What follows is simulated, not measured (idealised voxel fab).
The process module presented herein is designated voxel air gaps.
Square cells of 5 nm make up the cross-section cut, whose width is 265 nm.
Cross-section layout: square cells on a grid; listed as bands, top to bottom; a band spans one or more cell rows.
Basically the band line says how high the top is and how high the bottom is, in nm, and then what's in it from left to right, every material with its width in nm. Empty space shows up as "blank", and if a single material carries "everywhere" it runs the full band edge to edge.
Where do heights start? At 0: under that level the wafer as delivered is made of one material only. And the lowest band has no floor; it just carries on downward, as in "0 and below".
When a width is written as two numbers, as in "30 to 40", the first number is the width in the top row of cells of the band and the second is the width in its bottom row, and the width changes by the same amount from each row to the next.
Step note "no alterations made" = no cross-section cell changed.
Under "Fully enclosed voids" you'll find the enclosed gaps, the ones with no way out to the top, that are 8 cells or bigger; each reads width x height at distance, with distance counted from the left edge, everything in nm.
It should be noted that, on the line of a given step, the content following the step's settings is a remark produced by the simulator itself with respect to that step.
overlay nm: on a step with a mask, how far right of its planned place the mask lay; negative means left.

Process steps foreseen in the plan:
1 RECEIVE | material Si
2 CONFORMAL_DEP | material SiO2 | thk nm 10
3 CONFORMAL_DEP | material SiN | thk nm 5
4 DIRECTIONAL_DEP | material lowk | thk nm 30
5 PATTERN | tone open | mask id LINES | material resist | width nm 15 | pitch nm 50 | thk nm 15 | overlay nm 0
6 DIRECTIONAL_ETCH | etch materials lowk | depth nm 30
7 STRIP | etch materials resist
8 CONFORMAL_DEP | material TiN | thk nm 5
9 FILL_DEP | material Ru | thk nm 10
10 CMP | height nm 45
11 EPI | material Ru | thk nm 10
12 SELECTIVE_ETCH | etch materials lowk | depth nm 40
13 CONFORMAL_DEP | material SiCN | thk nm 5
All wafers enter the flow in the same state. The width nm at step 5 differs from wafer to wafer, and the plan gives the value for the first wafer.

Cross-section, first of several wafers, as delivered after step 1:
    0 and below | Si everywhere
    Fully enclosed voids: none

Cross-section of the first of several wafers once the module has run through its last step, step 13:
    60 down to 55 | blank=35  SiCN=45  blank=5  SiCN=45  blank=5  SiCN=45  blank=5  SiCN=45  blank=35
    55 down to 45 | blank=35  SiCN=5  Ru=35  SiCN=5  blank=5  SiCN=5  Ru=35  SiCN=5  blank=5  SiCN=5  Ru=35  SiCN=5  blank=5  SiCN=5  Ru=35  SiCN=5  blank=35
    45 down to 40 | blank=35  SiCN=15  TiN=5  Ru=5  TiN=5  SiCN=15  blank=5  SiCN=15  TiN=5  Ru=5  TiN=5  SiCN=15  blank=5  SiCN=15  TiN=5  Ru=5  TiN=5  SiCN=15  blank=5  SiCN=15  TiN=5  Ru=5  TiN=5  SiCN=15  blank=35
    40 down to 20 | blank=45  SiCN=5  TiN=5  Ru=5  TiN=5  SiCN=5  blank=25  SiCN=5  TiN=5  Ru=5  TiN=5  SiCN=5  blank=25  SiCN=5  TiN=5  Ru=5  TiN=5  SiCN=5  blank=25  SiCN=5  TiN=5  Ru=5  TiN=5  SiCN=5  blank=45
    20 down to 15 | SiCN=50  TiN=15  SiCN=35  TiN=15  SiCN=35  TiN=15  SiCN=35  TiN=15  SiCN=50
    15 down to 10 | SiN everywhere
    10 down to 0 | SiO2 everywhere
    0 and below | Si everywhere
    Fully enclosed voids: none

End of module, last wafer sectioned:
    60 down to 55 | blank=25  SiCN=215  blank=25
    55 down to 45 | blank=25  SiCN=5  Ru=205  SiCN=5  blank=25
    45 down to 40 | blank=25  SiCN=15  TiN=5  Ru=25  TiN=5  lowk=15  TiN=5  Ru=25  TiN=5  lowk=15  TiN=5  Ru=25  TiN=5  lowk=15  TiN=5  Ru=25  TiN=5  SiCN=15  blank=25
    40 down to 20 | blank=35  SiCN=5  TiN=5  Ru=25  TiN=5  lowk=15  TiN=5  Ru=25  TiN=5  lowk=15  TiN=5  Ru=25  TiN=5  lowk=15  TiN=5  Ru=25  TiN=5  SiCN=5  blank=35
    20 down to 15 | SiCN=40  TiN=35  lowk=15  TiN=35  lowk=15  TiN=35  lowk=15  TiN=35  SiCN=40
    15 down to 10 | SiN everywhere
    10 down to 0 | SiO2 everywhere
    0 and below | Si everywhere
    Fully enclosed voids: none

Per wafer (row), end of module: delta in cells per material since receipt, (+) for gained, (-) for lost; closed voids after that:
width nm 15 | +76 Ru | +149 SiCN | +53 SiN | +106 SiO2 | +52 TiN | Fully enclosed voids: none
width nm 20 | +104 Ru | +149 SiCN | +53 SiN | +106 SiO2 | +56 TiN | Fully enclosed voids: 20 x 20 at 75; 20 x 20 at 125; 20 x 20 at 175
width nm 25 | +132 Ru | +137 SiCN | +53 SiN | +106 SiO2 | +60 TiN | Fully enclosed voids: 15 x 20 at 75; 15 x 20 at 125; 15 x 20 at 175
width nm 30 | +160 Ru | +77 SiCN | +53 SiN | +106 SiO2 | +64 TiN | +72 lowk | Fully enclosed voids: none
width nm 35 | +182 Ru | +77 SiCN | +53 SiN | +106 SiO2 | +68 TiN | +54 lowk | Fully enclosed voids: none
